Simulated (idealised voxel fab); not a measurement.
process module | voxel local oxidation
cross-section cut | 290 nm wide | cells 5 nm
A cross-section is a grid of square cells, given in bands from the top down. A band is one or more rows of cells.
Each band's line starts with the height of the band's top and of its bottom, in nm. Then come its materials from left to right, each with its width in nm. One material with "throughout" fills the band from edge to edge. "air" is empty space.
Height 0 is the level under which the wafer as received is all one material. The lowest band goes on downwards, as in "0 down".
A width such as "30 to 40" changes by the same amount from each row of cells to the next, from the band's top row to its bottom row.
"no change" after a step means that no cell of the cross-section changed.
closed voids: empty space of 8 cells or more with no open way to the top, each as width x height at its distance from the left edge, in nm
after a step's settings: what the simulator itself notes on the step
overlay nm, on a step with a mask: how far to the right of its planned place the mask lay; to the left if negative
plan
1 op RECEIVE | material Si
2 op CONFORMAL_DEP | material SiO2 | thk nm 5
3 op CONFORMAL_DEP | material SiN | thk nm 10
4 op MASKED_ETCH | tone cover | mask id ACTIVE | width nm 100 | pitch nm 140 | etch materials SiN | depth nm 10 | overlay nm 0
5 op SELECTIVE_ETCH | etch materials SiO2 | depth nm 5
6 op OXIDIZE | depth nm 15
7 op STRIP | etch materials SiN
as received, after step 1
  0 down: Si throughout
  closed voids: none
a wafer at the end: this start, this plan, one mistake
  5 to 0: air 20 | SiO2 90 | air 50 | SiO2 90 | air 40
  0 to -15: SiO2 35 | Si 60 | SiO2 80 | Si 60 | SiO2 55
  -15 down: Si throughout
  closed voids: none
what went wrong: step 4 ran as: op MASKED_ETCH | tone cover | mask id ACTIVE | width nm 100 | pitch nm 140 | etch materials SiN | depth nm 10 | overlay nm -10
